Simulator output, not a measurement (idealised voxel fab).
Module name: voxel quadruple lines (process module)
Xsec cut, 205 nm wide, square cell size 5 nm.
Cross-section = grid of square cells, listed top down in bands; band = one or more rows.
Quick guide to a band line: top height, bottom height (nm) up front; then every material left to right with its width in nm. Only one material and it's marked "full width"? Then it fills the band edge to edge. And "blank" just means empty space.
Heights are reckoned from 0. Under this level, the received wafer is all of one material. The bottommost band is open-ended downward, for example "0..down".
The expression "30 to 40" gives the width at the extremes of the band, the first number at its top row of cells and the second at its bottom row, with the width changing by equal amounts from each row to the next in between.
Where the words "left unchanged" appear for a step, the cross-section shows no cell changed by that step; every cell remained as before.
The label "Cavities, closed" introduces a list of the empty spaces, 8 cells or larger, that have no open way up to the top; each entry in it reads width x height at distance, where the distance is taken from the left edge and all three are stated in nm.
On each step's line, the part that comes after the settings is the simulator's own comment on the step.
A step line may carry the setting "overlay nm", which, for steps involving a mask, states the distance by which the mask lay to the right of its intended position; negative values denote displacement to the left.
# Planned step list for the process
1,op RECEIVE | material Si
2,op CONFORMAL_DEP | material SiO2 | thk nm 5
3,op DIRECTIONAL_DEP | material Ru | thk nm 15
4,op DIRECTIONAL_DEP | material polySi | thk nm 15
5,op DIRECTIONAL_DEP | material aC | thk nm 20
6,op PATTERN | tone cover | mask id MANDREL | material resist | width nm 25 | thk nm 25 | overlay nm 0
7,op DIRECTIONAL_ETCH | etch materials aC | depth nm 20
8,op STRIP | etch materials resist
9,op CONFORMAL_DEP | material SiO2 | thk nm 15
10,op DIRECTIONAL_ETCH | etch materials SiO2 | depth nm 15
11,op STRIP | etch materials aC
12,op DIRECTIONAL_ETCH | etch materials polySi | depth nm 15
13,op STRIP | etch materials SiO2
14,op CONFORMAL_DEP | material SiCN | thk nm 5
15,op DIRECTIONAL_ETCH | etch materials SiCN | depth nm 5
16,op STRIP | etch materials polySi
17,op DIRECTIONAL_ETCH | etch materials Ru | depth nm 15
18,op STRIP | etch materials SiCN
19,op FILL_DEP | material lowk | thk nm 5
20,op CMP | height nm 20
# As-received wafer cross-section (after step 1)
- 0..down = Si full width
- Cavities, closed: none
# Final wafer profile in cross-section after the module, from the same start and plan as above, with one mistake made during processing
- 20..5 = lowk 75 nm, then Ru 5 nm, then lowk 15 nm, then Ru 5 nm, then lowk 15 nm, then Ru 5 nm, then lowk 15 nm, then Ru 5 nm, then lowk 65 nm
- 5..0 = SiO2 full width
- 0..down = Si full width
- Cavities, closed: none
Diagnosis: contrary to plan, step 6 was performed as op PATTERN | tone cover | mask id MANDREL | material resist | width nm 25 | thk nm 25 | overlay nm 5
